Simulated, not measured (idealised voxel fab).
The process module that follows is named voxel transistor to metal.
It is cross-section cut that appears here, measuring 185 nm in width, its square cells being 5 nm in size.
A cross-section is a grid of square cells, given in bands from the top down. A band is one or more rows of cells. The band entry comprises the height of the band's top followed by the height of its bottom, expressed in nm, and subsequently the band's materials from left to right, each stated together with its width in nm. Where a single material is marked with the word "everywhere", that material fills the band from edge to edge. The word "empty" represents empty space. Note: height 0 marks the level under which the wafer is uniformly one material as received. Lowest band unbounded below, written "z 0 and below". A two-number width, for instance "30->40", indicates that the width is equal to the first number in the top row of the band and to the second number in the bottom row, and that it changes by a constant amount per row of cells. It should be understood that the words "nothing different", when stated for a given step, signify that the cross-section underwent no change in any of its cells during that step. "Closed internal cavities" lists enclosed empty spaces (at least 8 cells, no open path upward to the top), each as width x height at distance from the left edge, in nm. Note: text after step settings on the step line = simulator remark on that step. The "overlay nm" setting may appear on a step's line; for a step that uses a mask, it gives how far to the right of its planned position the mask lay, and a negative value indicates the left.

SO HERE'S THE LINEUP OF PROCESS STEPS WE PLANNED
- 1: RECEIVE with material Si
- 2: OXIDIZE with depth nm 5
- 3: CONFORMAL_DEP with material SiN, thk nm 10
- 4: PATTERN with tone cover, mask id ACTIVE, material resist, width nm 115, thk nm 15, overlay nm 0
- 5: DIRECTIONAL_ETCH with etch materials SiN, depth nm 10
- 6: DIRECTIONAL_ETCH with etch materials SiO2, depth nm 5
- 7: DIRECTIONAL_ETCH with etch materials Si, depth nm 35
- 8: STRIP with etch materials resist
- 9: OXIDIZE with depth nm 5
- 10: FILL_DEP with material SiO2, thk nm 5
- 11: CMP with height nm 10
- 12: SELECTIVE_ETCH with etch materials SiO2, depth nm 5
- 13: STRIP with etch materials SiN
- 14: SELECTIVE_ETCH with etch materials SiO2, depth nm 5
- 15: OXIDIZE with depth nm 5
- 16: DIRECTIONAL_DEP with material polySi, thk nm 25
- 17: DIRECTIONAL_DEP with material SiCN, thk nm 10
- 18: MASKED_ETCH with tone cover, mask id GATE, width nm 35, etch materials SiCN, depth nm 20, overlay nm 0
- 19: MASKED_ETCH with tone cover, mask id GATE, width nm 35, etch materials polySi, depth nm 35, overlay nm 0
- 20: CONFORMAL_DEP with material SiN, thk nm 10
- 21: DIRECTIONAL_ETCH with etch materials SiN, depth nm 10
- 22: DIRECTIONAL_ETCH with etch materials SiO2, depth nm 5
- 23: DIRECTIONAL_ETCH with etch materials Si, depth nm 10
- 24: EPI with material pSi, thk nm 15
- 25: FILL_DEP with material SiO2, thk nm 5
- 26: CMP with height nm 20
- 27: STRIP with etch materials polySi
- 28: SELECTIVE_ETCH with etch materials SiO2, depth nm 5
- 29: CONFORMAL_DEP with material HfO2, thk nm 5
- 30: CONFORMAL_DEP with material TiN, thk nm 5
- 31: FILL_DEP with material W, thk nm 5
- 32: CMP with height nm 15
- 33: DIRECTIONAL_DEP with material SiO2, thk nm 10
- 34: DIRECTIONAL_DEP with material aC, thk nm 15
- 35: PATTERN with tone open, mask id CONTACT, material resist, width nm 15, pitch nm 90, thk nm 35, overlay nm 0
- 36: DIRECTIONAL_ETCH with etch materials aC, depth nm 15
- 37: STRIP with etch materials resist
- 38: DIRECTIONAL_ETCH with etch materials SiO2, depth nm 30
- 39: STRIP with etch materials aC
- 40: CONFORMAL_DEP with material TiN, thk nm 5
- 41: FILL_DEP with material W, thk nm 10
- 42: CMP with height nm 25
- 43: DIRECTIONAL_DEP with material TiN, thk nm 5
- 44: DIRECTIONAL_DEP with material Ru, thk nm 20
- 45: MASKED_ETCH with tone cover, mask id METAL_1, width nm 15, pitch nm 90, etch materials Ru, depth nm 20, overlay nm 0
- 46: MASKED_ETCH with tone cover, mask id METAL_1, width nm 15, pitch nm 90, etch materials TiN, depth nm 5, overlay nm 0
- 47: CONFORMAL_DEP with material SiN, thk nm 5
- 48: FILL_DEP with material SiO2, thk nm 10
- 49: CMP with height nm 50
- 50: CONFORMAL_DEP with material SiCN, thk nm 5

INCOMING WAFER IN CROSS-SECTION (STATE: AFTER STEP 1)
z 0 and below  Si everywhere
Closed internal cavities: none

RUN AS PLANNED - FIRST OF THE TWO WAFERS CROSS-SECTIONED AT THE END OF THE MODULE
z 55 to 50  SiCN everywhere
z 50 to 30  SiO2 35 nm | SiN 5 nm | Ru 15 nm | SiN 5 nm | SiO2 65 nm | SiN 5 nm | Ru 15 nm | SiN 5 nm | SiO2 35 nm
z 30 to 25  SiN 40 nm | TiN 15 nm | SiN 75 nm | TiN 15 nm | SiN 40 nm
z 25 to 15  SiO2 40 nm | TiN 5 nm | W 5 nm | TiN 5 nm | SiO2 75 nm | TiN 5 nm | W 5 nm | TiN 5 nm | SiO2 40 nm
z 15 to 10  SiO2 40 nm | TiN 5 nm | W 5 nm | TiN 5 nm | SiO2 10 nm | SiN 10 nm | HfO2 5 nm | TiN 5 nm | W 15 nm | TiN 5 nm | HfO2 5 nm | SiN 10 nm | SiO2 10 nm | TiN 5 nm | W 5 nm | TiN 5 nm | SiO2 40 nm
z 10 to 5  SiO2 40 nm | TiN 15 nm | SiO2 10 nm | SiN 10 nm | HfO2 5 nm | TiN 5 nm | W 15 nm | TiN 5 nm | HfO2 5 nm | SiN 10 nm | SiO2 10 nm | TiN 15 nm | SiO2 40 nm
z 5 to 0  SiO2 40 nm | TiN 10 nm | pSi 15 nm | SiN 10 nm | HfO2 5 nm | TiN 5 nm | W 15 nm | TiN 5 nm | HfO2 5 nm | SiN 10 nm | pSi 15 nm | TiN 10 nm | SiO2 40 nm
z 0 to -5  SiO2 30 nm | SiN 10 nm | TiN 10 nm | pSi 15 nm | SiN 10 nm | HfO2 5 nm | TiN 25 nm | HfO2 5 nm | SiN 10 nm | pSi 15 nm | TiN 10 nm | SiN 10 nm | SiO2 30 nm
z -5 to -10  SiO2 40 nm | pSi 25 nm | SiO2 5 nm | HfO2 45 nm | SiO2 5 nm | pSi 25 nm | SiO2 40 nm
z -10 to -20  SiO2 40 nm | pSi 25 nm | Si 55 nm | pSi 25 nm | SiO2 40 nm
z -20 to -45  SiO2 40 nm | Si 105 nm | SiO2 40 nm
z -45 and below  Si everywhere
Closed internal cavities: none

SECOND OF TWO WAFERS, MODULE COMPLETE, SECTIONED: IT SHARES THE FIRST WAFER'S START AND PLAN BUT WAS RUN WITH ONE MISTAKE
z 55 to 50  SiCN everywhere
z 50 to 30  SiO2 35 nm | SiN 5 nm | Ru 15 nm | SiN 5 nm | SiO2 65 nm | SiN 5 nm | Ru 15 nm | SiN 5 nm | SiO2 35 nm
z 30 to 25  SiN 40 nm | TiN 15 nm | SiN 75 nm | TiN 15 nm | SiN 40 nm
z 25 to 15  SiO2 40 nm | TiN 5 nm | W 5 nm | TiN 5 nm | SiO2 75 nm | TiN 5 nm | W 5 nm | TiN 5 nm | SiO2 40 nm
z 15 to 10  SiO2 40 nm | TiN 5 nm | W 5 nm | TiN 5 nm | SiO2 10 nm | SiN 10 nm | HfO2 5 nm | TiN 5 nm | W 15 nm | TiN 5 nm | HfO2 5 nm | SiN 10 nm | SiO2 10 nm | TiN 5 nm | W 5 nm | TiN 5 nm | SiO2 40 nm
z 10 to 5  SiO2 40 nm | TiN 15 nm | SiO2 10 nm | SiN 10 nm | HfO2 5 nm | TiN 5 nm | W 15 nm | TiN 5 nm | HfO2 5 nm | SiN 10 nm | SiO2 10 nm | TiN 15 nm | SiO2 40 nm
z 5 to 0  SiO2 30 nm | pSi 35 nm | SiN 10 nm | HfO2 5 nm | TiN 5 nm | W 15 nm | TiN 5 nm | HfO2 5 nm | SiN 10 nm | pSi 35 nm | SiO2 30 nm
z 0 to -5  SiO2 30 nm | pSi 35 nm | SiN 10 nm | HfO2 5 nm | TiN 25 nm | HfO2 5 nm | SiN 10 nm | pSi 35 nm | SiO2 30 nm
z -5 to -10  SiO2 40 nm | pSi 25 nm | SiO2 5 nm | HfO2 45 nm | SiO2 5 nm | pSi 25 nm | SiO2 40 nm
z -10 to -45  SiO2 40 nm | Si 105 nm | SiO2 40 nm
z -45 and below  Si everywhere
Closed internal cavities: none
Misprocessing identified: step 23 did not use the planned setting and instead ran as DIRECTIONAL_ETCH with etch materials SiN, depth nm 10
Final tally in cells, some materials are higher or lower on the second wafer than on the first: 20 more of Si | 4 fewer of SiN | 4 fewer of SiO2 | 8 fewer of TiN | 4 fewer of pSi
